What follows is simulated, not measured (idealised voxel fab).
Proc. module: voxel transistor to metal
For reference, the cross-section in this document is cut, with width 190 nm and square cells of 5 nm.
Cross-section layout: square cells on a grid; listed as bands, top to bottom; a band spans one or more cell rows.
Each band's line starts with the height of the band's top and of its bottom, in nm. Then come its materials from left to right, each with its width in nm. One material with "full width" fills the band from edge to edge. "empty" is empty space.
Heights are expressed relative to 0, this being the level below which the as-received wafer comprises one material exclusively. The lowest band is unbounded in the downward direction and is denoted as in "0 and below".
A two-number width, for instance "30..40", indicates that the width is equal to the first number in the top row of the band and to the second number in the bottom row, and that it changes by a constant amount per row of cells.
When a step is marked "remained unchanged", none of the cells in the cross-section changed during that step.
"Completely enclosed voids" means: voids of 8 cells or more that are shut off from the top with no open way through. Written width x height at distance, distance from the left edge, in nm.
Note: text after step settings on the step line = simulator remark on that step.
The "overlay nm" setting may appear on a step's line; for a step that uses a mask, it gives how far to the right of its planned position the mask lay, and a negative value indicates the left.
[Process steps (planned)]
1. RECEIVE, material Si
2. OXIDIZE, depth nm 5
3. CONFORMAL_DEP, material SiN, thk nm 15
4. PATTERN, tone cover, mask id ACTIVE, material resist, width nm 115, thk nm 20, overlay nm 0
5. DIRECTIONAL_ETCH, etch materials SiN, depth nm 15
6. DIRECTIONAL_ETCH, etch materials SiO2, depth nm 5
7. DIRECTIONAL_ETCH, etch materials Si, depth nm 30
8. STRIP, etch materials resist
9. FILL_DEP, material SiO2, thk nm 10
10. CMP, height nm 15
11. SELECTIVE_ETCH, etch materials SiO2, depth nm 15
12. STRIP, etch materials SiN
13. SELECTIVE_ETCH, etch materials SiO2, depth nm 5
14. OXIDIZE, depth nm 5
15. DIRECTIONAL_DEP, material polySi, thk nm 25
16. DIRECTIONAL_DEP, material SiCN, thk nm 10
17. MASKED_ETCH, tone cover, mask id GATE, width nm 25, etch materials SiCN, depth nm 20, overlay nm 0
18. MASKED_ETCH, tone cover, mask id GATE, width nm 25, etch materials polySi, depth nm 35, overlay nm 0
19. CONFORMAL_DEP, material SiO2, thk nm 5
20. DIRECTIONAL_ETCH, etch materials SiO2, depth nm 5
21. CONFORMAL_DEP, material SiN, thk nm 10
22. DIRECTIONAL_ETCH, etch materials SiN, depth nm 10
23. DIRECTIONAL_ETCH, etch materials SiO2, depth nm 5
24. EPI, material pSi, thk nm 5
25. FILL_DEP, material SiO2, thk nm 10
26. CMP, height nm 20
27. STRIP, etch materials polySi
28. SELECTIVE_ETCH, etch materials SiO2, depth nm 5
29. CONFORMAL_DEP, material HfO2, thk nm 5
30. CONFORMAL_DEP, material TiN, thk nm 5
31. FILL_DEP, material W, thk nm 10
32. CMP, height nm 15
33. DIRECTIONAL_DEP, material SiO2, thk nm 15
34. PATTERN, tone open, mask id CONTACT, material resist, width nm 15, pitch nm 80, thk nm 15, overlay nm 0
35. DIRECTIONAL_ETCH, etch materials SiO2, depth nm 35
36. STRIP, etch materials resist
37. CONFORMAL_DEP, material TiN, thk nm 5
38. FILL_DEP, material Ru, thk nm 10
39. CMP, height nm 30
40. DIRECTIONAL_DEP, material TiN, thk nm 5
41. DIRECTIONAL_DEP, material W, thk nm 15
42. MASKED_ETCH, tone cover, mask id METAL_1, width nm 15, pitch nm 80, etch materials W, depth nm 15, overlay nm 0
43. MASKED_ETCH, tone cover, mask id METAL_1, width nm 15, pitch nm 80, etch materials TiN, depth nm 5, overlay nm 0
44. CONFORMAL_DEP, material SiCN, thk nm 5
45. FILL_DEP, material lowk, thk nm 5
46. CMP, height nm 50
47. CONFORMAL_DEP, material SiCN, thk nm 5
48. DIRECTIONAL_DEP, material SiO2, thk nm 30
49. DIRECTIONAL_DEP, material aC, thk nm 15
50. PATTERN, tone open, mask id METAL_2, material resist, width nm 15, pitch nm 80, thk nm 30, overlay nm 0
51. DIRECTIONAL_ETCH, etch materials aC, depth nm 15
52. STRIP, etch materials resist
53. DIRECTIONAL_ETCH, etch materials SiO2, depth nm 15
54. STRIP, etch materials aC
55. PATTERN, tone open, mask id METAL_2_HOLES, material resist, width nm 15, pitch nm 80, thk nm 15, overlay nm 0
56. DIRECTIONAL_ETCH, etch materials SiO2, depth nm 15
57. DIRECTIONAL_ETCH, etch materials SiCN, depth nm 5
58. STRIP, etch materials resist
59. CONFORMAL_DEP, material TiN, thk nm 5
60. FILL_DEP, material Cu, thk nm 5
61. CMP, height nm 85
62. CONFORMAL_DEP, material SiN, thk nm 5
[First of the two wafers, run per plan]
[Cross-section of the wafer at receipt, which is the condition after step 1]
0 and below  Si full width
Completely enclosed voids: none
[After step 2: wafer cross-section]
0 down to -5  SiO2 full width
For the remainder of the cross-section, below -5, there is no change.
[After step 3: wafer cross-section]
15 down to 0  SiN full width
For the remainder of the cross-section, below 0, there is no change.
[After step 4: wafer cross-section]
35 down to 15  empty=35, resist=115, empty=40
For the remainder of the cross-section, below 15, there is no change.
[After step 5: wafer cross-section]
35 down to 15  empty=35, resist=115, empty=40
15 down to 0  empty=35, SiN=115, empty=40
For the remainder of the cross-section, below 0, there is no change.
[After step 6: wafer cross-section]
35 down to 15  empty=35, resist=115, empty=40
15 down to 0  empty=35, SiN=115, empty=40
0 down to -5  empty=35, SiO2=115, empty=40
For the remainder of the cross-section, below -5, there is no change.
[After step 7: wafer cross-section]
35 down to 15  empty=35, resist=115, empty=40
15 down to 0  empty=35, SiN=115, empty=40
0 down to -5  empty=35, SiO2=115, empty=40
-5 down to -35  empty=35, Si=115, empty=40
For the remainder of the cross-section, below -35, there is no change.
[After step 8: wafer cross-section]
15 down to 0  empty=35, SiN=115, empty=40
For the remainder of the cross-section, below 0, there is no change.
[After step 9: wafer cross-section]
25 down to 15  SiO2 full width
15 down to 0  SiO2=35, SiN=115, SiO2=40
0 down to -5  SiO2 full width
-5 down to -35  SiO2=35, Si=115, SiO2=40
For the remainder of the cross-section, below -35, there is no change.
[After step 10: wafer cross-section]
15 down to 0  SiO2=35, SiN=115, SiO2=40
For the remainder of the cross-section, below 0, there is no change.
[After step 11: wafer cross-section]
15 down to 0  empty=35, SiN=115, empty=40
For the remainder of the cross-section, below 0, there is no change.
[After step 12: wafer cross-section]
0 down to -5  SiO2 full width
For the remainder of the cross-section, below -5, there is no change.
[After step 13: wafer cross-section]
-5 down to -35  SiO2=35, Si=115, SiO2=40
For the remainder of the cross-section, below -35, there is no change.
[After step 14: wafer cross-section]
-5 down to -10  SiO2 full width
For the remainder of the cross-section, below -10, there is no change.
[After step 15: wafer cross-section]
20 down to -5  polySi full width
For the remainder of the cross-section, below -5, there is no change.
[After step 16: wafer cross-section]
30 down to 20  SiCN full width
For the remainder of the cross-section, below 20, there is no change.
[After step 17: wafer cross-section]
30 down to 20  empty=80, SiCN=25, empty=85
For the remainder of the cross-section, below 20, there is no change.
[After step 18: wafer cross-section]
30 down to 20  empty=80, SiCN=25, empty=85
20 down to -5  empty=80, polySi=25, empty=85
For the remainder of the cross-section, below -5, there is no change.
[After step 19: wafer cross-section]
35 down to 30  empty=75, SiO2=35, empty=80
30 down to 20  empty=75, SiO2=5, SiCN=25, SiO2=5, empty=80
20 down to 0  empty=75, SiO2=5, polySi=25, SiO2=5, empty=80
0 down to -5  SiO2=80, polySi=25, SiO2=85
For the remainder of the cross-section, below -5, there is no change.
[After step 20: wafer cross-section]
30 down to 20  empty=75, SiO2=5, SiCN=25, SiO2=5, empty=80
20 down to -5  empty=75, SiO2=5, polySi=25, SiO2=5, empty=80
For the remainder of the cross-section, below -5, there is no change.
[After step 21: wafer cross-section]
40 down to 30  empty=65, SiN=55, empty=70
30 down to 20  empty=65, SiN=10, SiO2=5, SiCN=25, SiO2=5, SiN=10, empty=70
20 down to 5  empty=65, SiN=10, SiO2=5, polySi=25, SiO2=5, SiN=10, empty=70
5 down to -5  SiN=75, SiO2=5, polySi=25, SiO2=5, SiN=80
For the remainder of the cross-section, below -5, there is no change.
[After step 22: wafer cross-section]
30 down to 20  empty=65, SiN=10, SiO2=5, SiCN=25, SiO2=5, SiN=10, empty=70
20 down to -5  empty=65, SiN=10, SiO2=5, polySi=25, SiO2=5, SiN=10, empty=70
For the remainder of the cross-section, below -5, there is no change.
[After step 23: wafer cross-section]
30 down to 25  empty=65, SiN=10, empty=5, SiCN=25, empty=5, SiN=10, empty=70
25 down to 20  empty=65, SiN=10, SiO2=5, SiCN=25, SiO2=5, SiN=10, empty=70
20 down to -5  empty=65, SiN=10, SiO2=5, polySi=25, SiO2=5, SiN=10, empty=70
-5 down to -10  empty=65, SiO2=55, empty=70
For the remainder of the cross-section, below -10, there is no change.
[After step 24: wafer cross-section]
30 down to 25  empty=65, SiN=10, empty=5, SiCN=25, empty=5, SiN=10, empty=70
25 down to 20  empty=65, SiN=10, SiO2=5, SiCN=25, SiO2=5, SiN=10, empty=70
20 down to -5  empty=65, SiN=10, SiO2=5, polySi=25, SiO2=5, SiN=10, empty=70
-5 down to -10  empty=30, pSi=35, SiO2=55, pSi=35, empty=35
For the remainder of the cross-section, below -10, there is no change.
[After step 25: wafer cross-section]
40 down to 30  SiO2 full width
30 down to 20  SiO2=65, SiN=10, SiO2=5, SiCN=25, SiO2=5, SiN=10, SiO2=70
20 down to -5  SiO2=65, SiN=10, SiO2=5, polySi=25, SiO2=5, SiN=10, SiO2=70
-5 down to -10  SiO2=30, pSi=35, SiO2=55, pSi=35, SiO2=35
For the remainder of the cross-section, below -10, there is no change.
[After step 26: wafer cross-section]
20 down to -5  SiO2=65, SiN=10, SiO2=5, polySi=25, SiO2=5, SiN=10, SiO2=70
For the remainder of the cross-section, below -5, there is no change.
[After step 27: wafer cross-section]
20 down to -5  SiO2=65, SiN=10, SiO2=5, empty=25, SiO2=5, SiN=10, SiO2=70
For the remainder of the cross-section, below -5, there is no change.
[After step 28: wafer cross-section]
20 down to 15  empty=65, SiN=10, empty=35, SiN=10, empty=70
15 down to -5  SiO2=65, SiN=10, empty=35, SiN=10, SiO2=70
-5 down to -10  SiO2=30, pSi=35, SiO2=10, empty=35, SiO2=10, pSi=35, SiO2=35
For the remainder of the cross-section, below -10, there is no change.
[After step 29: wafer cross-section]
25 down to 20  empty=60, HfO2=20, empty=25, HfO2=20, empty=65
20 down to 15  HfO2=65, SiN=10, HfO2=5, empty=25, HfO2=5, SiN=10, HfO2=70
15 down to -5  SiO2=65, SiN=10, HfO2=5, empty=25, HfO2=5, SiN=10, SiO2=70
-5 down to -10  SiO2=30, pSi=35, SiO2=10, HfO2=35, SiO2=10, pSi=35, SiO2=35
For the remainder of the cross-section, below -10, there is no change.
[After step 30: wafer cross-section]
30 down to 25  empty=55, TiN=30, empty=15, TiN=30, empty=60
25 down to 20  TiN=60, HfO2=20, TiN=5, empty=15, TiN=5, HfO2=20, TiN=65
20 down to 15  HfO2=65, SiN=10, HfO2=5, TiN=5, empty=15, TiN=5, HfO2=5, SiN=10, HfO2=70
15 down to 0  SiO2=65, SiN=10, HfO2=5, TiN=5, empty=15, TiN=5, HfO2=5, SiN=10, SiO2=70
0 down to -5  SiO2=65, SiN=10, HfO2=5, TiN=25, HfO2=5, SiN=10, SiO2=70
For the remainder of the cross-section, below -5, there is no change.
[After step 31: wafer cross-section]
40 down to 30  W full width
30 down to 25  W=55, TiN=30, W=15, TiN=30, W=60
25 down to 20  TiN=60, HfO2=20, TiN=5, W=15, TiN=5, HfO2=20, TiN=65
20 down to 15  HfO2=65, SiN=10, HfO2=5, TiN=5, W=15, TiN=5, HfO2=5, SiN=10, HfO2=70
15 down to 0  SiO2=65, SiN=10, HfO2=5, TiN=5, W=15, TiN=5, HfO2=5, SiN=10, SiO2=70
For the remainder of the cross-section, below 0, there is no change.
[After step 32: wafer cross-section]
15 down to 0  SiO2=65, SiN=10, HfO2=5, TiN=5, W=15, TiN=5, HfO2=5, SiN=10, SiO2=70
For the remainder of the cross-section, below 0, there is no change.
[After step 33: wafer cross-section]
30 down to 15  SiO2 full width
For the remainder of the cross-section, below 15, there is no change.
[After step 34: wafer cross-section]
45 down to 30  resist=45, empty=15, resist=65, empty=15, resist=50
For the remainder of the cross-section, below 30, there is no change.
[After step 35: wafer cross-section]
45 down to 30  resist=45, empty=15, resist=65, empty=15, resist=50
30 down to 15  SiO2=45, empty=15, SiO2=65, empty=15, SiO2=50
15 down to 0  SiO2=45, empty=15, SiO2=5, SiN=10, HfO2=5, TiN=5, W=15, TiN=5, HfO2=5, SiN=10, SiO2=5, empty=15, SiO2=50
0 down to -5  SiO2=45, empty=15, SiO2=5, SiN=10, HfO2=5, TiN=25, HfO2=5, SiN=10, SiO2=5, empty=15, SiO2=50
For the remainder of the cross-section, below -5, there is no change.
[After step 36: wafer cross-section]
30 down to 15  SiO2=45, empty=15, SiO2=65, empty=15, SiO2=50
For the remainder of the cross-section, below 15, there is no change.
[After step 37: wafer cross-section]
35 down to 30  TiN=50, empty=5, TiN=75, empty=5, TiN=55
30 down to 15  SiO2=45, TiN=5, empty=5, TiN=5, SiO2=65, TiN=5, empty=5, TiN=5, SiO2=50
15 down to 0  SiO2=45, TiN=5, empty=5, TiN=5, SiO2=5, SiN=10, HfO2=5, TiN=5, W=15, TiN=5, HfO2=5, SiN=10, SiO2=5, TiN=5, empty=5, TiN=5, SiO2=50
0 down to -5  SiO2=45, TiN=15, SiO2=5, SiN=10, HfO2=5, TiN=25, HfO2=5, SiN=10, SiO2=5, TiN=15, SiO2=50
For the remainder of the cross-section, below -5, there is no change.
[After step 38: wafer cross-section]
45 down to 35  Ru full width
35 down to 30  TiN=50, Ru=5, TiN=75, Ru=5, TiN=55
30 down to 15  SiO2=45, TiN=5, Ru=5, TiN=5, SiO2=65, TiN=5, Ru=5, TiN=5, SiO2=50
15 down to 0  SiO2=45, TiN=5, Ru=5, TiN=5, SiO2=5, SiN=10, HfO2=5, TiN=5, W=15, TiN=5, HfO2=5, SiN=10, SiO2=5, TiN=5, Ru=5, TiN=5, SiO2=50
For the remainder of the cross-section, below 0, there is no change.
[After step 39: wafer cross-section]
30 down to 15  SiO2=45, TiN=5, Ru=5, TiN=5, SiO2=65, TiN=5, Ru=5, TiN=5, SiO2=50
For the remainder of the cross-section, below 15, there is no change.
[After step 40: wafer cross-section]
35 down to 30  TiN full width
For the remainder of the cross-section, below 30, there is no change.
[After step 41: wafer cross-section]
50 down to 35  W full width
For the remainder of the cross-section, below 35, there is no change.
[After step 42: wafer cross-section]
50 down to 35  empty=45, W=15, empty=65, W=15, empty=50
For the remainder of the cross-section, below 35, there is no change.
[After step 43: wafer cross-section]
50 down to 35  empty=45, W=15, empty=65, W=15, empty=50
35 down to 30  empty=45, TiN=15, empty=65, TiN=15, empty=50
For the remainder of the cross-section, below 30, there is no change.
[After step 44: wafer cross-section]
55 down to 50  empty=40, SiCN=25, empty=55, SiCN=25, empty=45
50 down to 35  empty=40, SiCN=5, W=15, SiCN=5, empty=55, SiCN=5, W=15, SiCN=5, empty=45
35 down to 30  SiCN=45, TiN=15, SiCN=65, TiN=15, SiCN=50
For the remainder of the cross-section, below 30, there is no change.
[After step 45: wafer cross-section]
60 down to 55  lowk full width
55 down to 50  lowk=40, SiCN=25, lowk=55, SiCN=25, lowk=45
50 down to 35  lowk=40, SiCN=5, W=15, SiCN=5, lowk=55, SiCN=5, W=15, SiCN=5, lowk=45
For the remainder of the cross-section, below 35, there is no change.
[After step 46: wafer cross-section]
50 down to 35  lowk=40, SiCN=5, W=15, SiCN=5, lowk=55, SiCN=5, W=15, SiCN=5, lowk=45
For the remainder of the cross-section, below 35, there is no change.
[After step 47: wafer cross-section]
55 down to 50  SiCN full width
For the remainder of the cross-section, below 50, there is no change.
[After step 48: wafer cross-section]
85 down to 55  SiO2 full width
For the remainder of the cross-section, below 55, there is no change.
[After step 49: wafer cross-section]
100 down to 85  aC full width
For the remainder of the cross-section, below 85, there is no change.
[After step 50: wafer cross-section]
130 down to 100  resist=45, empty=15, resist=65, empty=15, resist=50
For the remainder of the cross-section, below 100, there is no change.
[After step 51: wafer cross-section]
115 down to 100  resist=45, empty=15, resist=65, empty=15, resist=50
100 down to 85  aC=45, empty=15, aC=65, empty=15, aC=50
For the remainder of the cross-section, below 85, there is no change.
[After step 52: wafer cross-section]
100 down to 85  aC=45, empty=15, aC=65, empty=15, aC=50
For the remainder of the cross-section, below 85, there is no change.
[After step 53: wafer cross-section]
100 down to 85  aC=45, empty=15, aC=65, empty=15, aC=50
85 down to 70  SiO2=45, empty=15, SiO2=65, empty=15, SiO2=50
For the remainder of the cross-section, below 70, there is no change.
[After step 54: wafer cross-section]
85 down to 70  SiO2=45, empty=15, SiO2=65, empty=15, SiO2=50
For the remainder of the cross-section, below 70, there is no change.
[After step 55: wafer cross-section]
100 down to 85  resist=45, empty=15, resist=65, empty=15, resist=50
For the remainder of the cross-section, below 85, there is no change.
[After step 56: wafer cross-section]
100 down to 85  resist=45, empty=15, resist=65, empty=15, resist=50
85 down to 55  SiO2=45, empty=15, SiO2=65, empty=15, SiO2=50
For the remainder of the cross-section, below 55, there is no change.
[After step 57: wafer cross-section]
100 down to 85  resist=45, empty=15, resist=65, empty=15, resist=50
85 down to 55  SiO2=45, empty=15, SiO2=65, empty=15, SiO2=50
55 down to 50  SiCN=45, empty=15, SiCN=65, empty=15, SiCN=50
For the remainder of the cross-section, below 50, there is no change.
[After step 58: wafer cross-section]
85 down to 55  SiO2=45, empty=15, SiO2=65, empty=15, SiO2=50
For the remainder of the cross-section, below 55, there is no change.
[After step 59: wafer cross-section]
90 down to 85  TiN=50, empty=5, TiN=75, empty=5, TiN=55
85 down to 55  SiO2=45, TiN=5, empty=5, TiN=5, SiO2=65, TiN=5, empty=5, TiN=5, SiO2=50
55 down to 50  SiCN=45, TiN=15, SiCN=65, TiN=15, SiCN=50
For the remainder of the cross-section, below 50, there is no change.
[After step 60: wafer cross-section]
95 down to 90  Cu full width
90 down to 85  TiN=50, Cu=5, TiN=75, Cu=5, TiN=55
85 down to 55  SiO2=45, TiN=5, Cu=5, TiN=5, SiO2=65, TiN=5, Cu=5, TiN=5, SiO2=50
For the remainder of the cross-section, below 55, there is no change.
[After step 61: wafer cross-section]
85 down to 55  SiO2=45, TiN=5, Cu=5, TiN=5, SiO2=65, TiN=5, Cu=5, TiN=5, SiO2=50
For the remainder of the cross-section, below 55, there is no change.
[After step 62: wafer cross-section]
90 down to 85  SiN full width
For the remainder of the cross-section, below 85, there is no change.
[Second Wafer (Identical Start and Plan, One Processing Error; Matches First Wafer Through Step 33)]
[Second wafer cross-section, taken as of the time the plan sets for step 34 to be done]
45 down to 30  empty=45, resist=15, empty=65, resist=15, empty=50
For the remainder of the cross-section, below 30, there is no change.
[Second wafer cross-section, taken as of the time the plan sets for step 35 to be done]
45 down to 30  empty=45, resist=15, empty=65, resist=15, empty=50
30 down to 15  empty=45, SiO2=15, empty=65, SiO2=15, empty=50
15 down to 0  empty=45, SiO2=15, empty=5, SiN=10, HfO2=5, TiN=5, W=15, TiN=5, HfO2=5, SiN=10, empty=5, SiO2=15, empty=50
0 down to -5  empty=45, SiO2=15, empty=5, SiN=10, HfO2=5, TiN=25, HfO2=5, SiN=10, empty=5, SiO2=15, empty=50
For the remainder of the cross-section, below -5, there is no change.
[Second wafer cross-section, taken as of the time the plan sets for step 36 to be done]
30 down to 15  empty=45, SiO2=15, empty=65, SiO2=15, empty=50
For the remainder of the cross-section, below 15, there is no change.
[Second wafer cross-section, taken as of the time the plan sets for step 37 to be done]
35 down to 30  empty=40, TiN=25, empty=55, TiN=25, empty=45
30 down to 20  empty=40, TiN=5, SiO2=15, TiN=5, empty=55, TiN=5, SiO2=15, TiN=5, empty=45
20 down to 15  empty=40, TiN=5, SiO2=15, TiN=65, SiO2=15, TiN=5, empty=45
15 down to 0  empty=40, TiN=5, SiO2=15, TiN=5, SiN=10, HfO2=5, TiN=5, W=15, TiN=5, HfO2=5, SiN=10, TiN=5, SiO2=15, TiN=5, empty=45
0 down to -5  TiN=45, SiO2=15, TiN=5, SiN=10, HfO2=5, TiN=25, HfO2=5, SiN=10, TiN=5, SiO2=15, TiN=50
For the remainder of the cross-section, below -5, there is no change.
[Second wafer cross-section, taken as of the time the plan sets for step 38 to be done]
45 down to 35  Ru full width
35 down to 30  Ru=40, TiN=25, Ru=55, TiN=25, Ru=45
30 down to 20  Ru=40, TiN=5, SiO2=15, TiN=5, Ru=55, TiN=5, SiO2=15, TiN=5, Ru=45
20 down to 15  Ru=40, TiN=5, SiO2=15, TiN=65, SiO2=15, TiN=5, Ru=45
15 down to 0  Ru=40, TiN=5, SiO2=15, TiN=5, SiN=10, HfO2=5, TiN=5, W=15, TiN=5, HfO2=5, SiN=10, TiN=5, SiO2=15, TiN=5, Ru=45
For the remainder of the cross-section, below 0, there is no change.
[Second wafer cross-section, taken as of the time the plan sets for step 39 to be done]
30 down to 20  Ru=40, TiN=5, SiO2=15, TiN=5, Ru=55, TiN=5, SiO2=15, TiN=5, Ru=45
For the remainder of the cross-section, below 20, there is no change.
[Second wafer cross-section, taken as of the time the plan sets for step 40 to be done]
35 down to 30  TiN full width
For the remainder of the cross-section, below 30, there is no change.
[Second wafer cross-section, taken as of the time the plan sets for step 41 to be done]
50 down to 35  W full width
For the remainder of the cross-section, below 35, there is no change.
[Second wafer cross-section, taken as of the time the plan sets for step 42 to be done]
50 down to 35  empty=45, W=15, empty=65, W=15, empty=50
For the remainder of the cross-section, below 35, there is no change.
[Second wafer cross-section, taken as of the time the plan sets for step 43 to be done]
50 down to 35  empty=45, W=15, empty=65, W=15, empty=50
35 down to 30  empty=45, TiN=15, empty=65, TiN=15, empty=50
For the remainder of the cross-section, below 30, there is no change.
[Second wafer cross-section, taken as of the time the plan sets for step 44 to be done]
55 down to 50  empty=40, SiCN=25, empty=55, SiCN=25, empty=45
50 down to 35  empty=40, SiCN=5, W=15, SiCN=5, empty=55, SiCN=5, W=15, SiCN=5, empty=45
35 down to 30  SiCN=45, TiN=15, SiCN=65, TiN=15, SiCN=50
For the remainder of the cross-section, below 30, there is no change.
[Second wafer cross-section, taken as of the time the plan sets for step 45 to be done]
60 down to 55  lowk full width
55 down to 50  lowk=40, SiCN=25, lowk=55, SiCN=25, lowk=45
50 down to 35  lowk=40, SiCN=5, W=15, SiCN=5, lowk=55, SiCN=5, W=15, SiCN=5, lowk=45
For the remainder of the cross-section, below 35, there is no change.
[Second wafer cross-section, taken as of the time the plan sets for step 46 to be done]
50 down to 35  lowk=40, SiCN=5, W=15, SiCN=5, lowk=55, SiCN=5, W=15, SiCN=5, lowk=45
For the remainder of the cross-section, below 35, there is no change.
[Second wafer cross-section, taken as of the time the plan sets for step 47 to be done]
55 down to 50  SiCN full width
For the remainder of the cross-section, below 50, there is no change.
[Second wafer cross-section, taken as of the time the plan sets for step 48 to be done]
85 down to 55  SiO2 full width
For the remainder of the cross-section, below 55, there is no change.
[Second wafer cross-section, taken as of the time the plan sets for step 49 to be done]
100 down to 85  aC full width
For the remainder of the cross-section, below 85, there is no change.
[Second wafer cross-section, taken as of the time the plan sets for step 50 to be done]
130 down to 100  resist=45, empty=15, resist=65, empty=15, resist=50
For the remainder of the cross-section, below 100, there is no change.
[Second wafer cross-section, taken as of the time the plan sets for step 51 to be done]
115 down to 100  resist=45, empty=15, resist=65, empty=15, resist=50
100 down to 85  aC=45, empty=15, aC=65, empty=15, aC=50
For the remainder of the cross-section, below 85, there is no change.
[Second wafer cross-section, taken as of the time the plan sets for step 52 to be done]
100 down to 85  aC=45, empty=15, aC=65, empty=15, aC=50
For the remainder of the cross-section, below 85, there is no change.
[Second wafer cross-section, taken as of the time the plan sets for step 53 to be done]
100 down to 85  aC=45, empty=15, aC=65, empty=15, aC=50
85 down to 70  SiO2=45, empty=15, SiO2=65, empty=15, SiO2=50
For the remainder of the cross-section, below 70, there is no change.
[Second wafer cross-section, taken as of the time the plan sets for step 54 to be done]
85 down to 70  SiO2=45, empty=15, SiO2=65, empty=15, SiO2=50
For the remainder of the cross-section, below 70, there is no change.
[Second wafer cross-section, taken as of the time the plan sets for step 55 to be done]
100 down to 85  resist=45, empty=15, resist=65, empty=15, resist=50
For the remainder of the cross-section, below 85, there is no change.
[Second wafer cross-section, taken as of the time the plan sets for step 56 to be done]
100 down to 85  resist=45, empty=15, resist=65, empty=15, resist=50
85 down to 55  SiO2=45, empty=15, SiO2=65, empty=15, SiO2=50
For the remainder of the cross-section, below 55, there is no change.
[Second wafer cross-section, taken as of the time the plan sets for step 57 to be done]
100 down to 85  resist=45, empty=15, resist=65, empty=15, resist=50
85 down to 55  SiO2=45, empty=15, SiO2=65, empty=15, SiO2=50
55 down to 50  SiCN=45, empty=15, SiCN=65, empty=15, SiCN=50
For the remainder of the cross-section, below 50, there is no change.
[Second wafer cross-section, taken as of the time the plan sets for step 58 to be done]
85 down to 55  SiO2=45, empty=15, SiO2=65, empty=15, SiO2=50
For the remainder of the cross-section, below 55, there is no change.
[Second wafer cross-section, taken as of the time the plan sets for step 59 to be done]
90 down to 85  TiN=50, empty=5, TiN=75, empty=5, TiN=55
85 down to 55  SiO2=45, TiN=5, empty=5, TiN=5, SiO2=65, TiN=5, empty=5, TiN=5, SiO2=50
55 down to 50  SiCN=45, TiN=15, SiCN=65, TiN=15, SiCN=50
For the remainder of the cross-section, below 50, there is no change.
[Second wafer cross-section, taken as of the time the plan sets for step 60 to be done]
95 down to 90  Cu full width
90 down to 85  TiN=50, Cu=5, TiN=75, Cu=5, TiN=55
85 down to 55  SiO2=45, TiN=5, Cu=5, TiN=5, SiO2=65, TiN=5, Cu=5, TiN=5, SiO2=50
For the remainder of the cross-section, below 55, there is no change.
[Second wafer cross-section, taken as of the time the plan sets for step 61 to be done]
85 down to 55  SiO2=45, TiN=5, Cu=5, TiN=5, SiO2=65, TiN=5, Cu=5, TiN=5, SiO2=50
For the remainder of the cross-section, below 55, there is no change.
[Second wafer cross-section, taken as of the time the plan sets for step 62 to be done]
90 down to 85  SiN full width
For the remainder of the cross-section, below 85, there is no change.
Here's what went sideways: step 34 was processed under conditions differing from the plan, specifically as PATTERN, tone cover, mask id CONTACT, material resist, width nm 15, pitch nm 80, thk nm 15, overlay nm 0
Bottom line after processing is that, in cells, the second wafer is up or down on some materials versus the first: 112 more of Ru | 138 fewer of SiO2 | 26 more of TiN
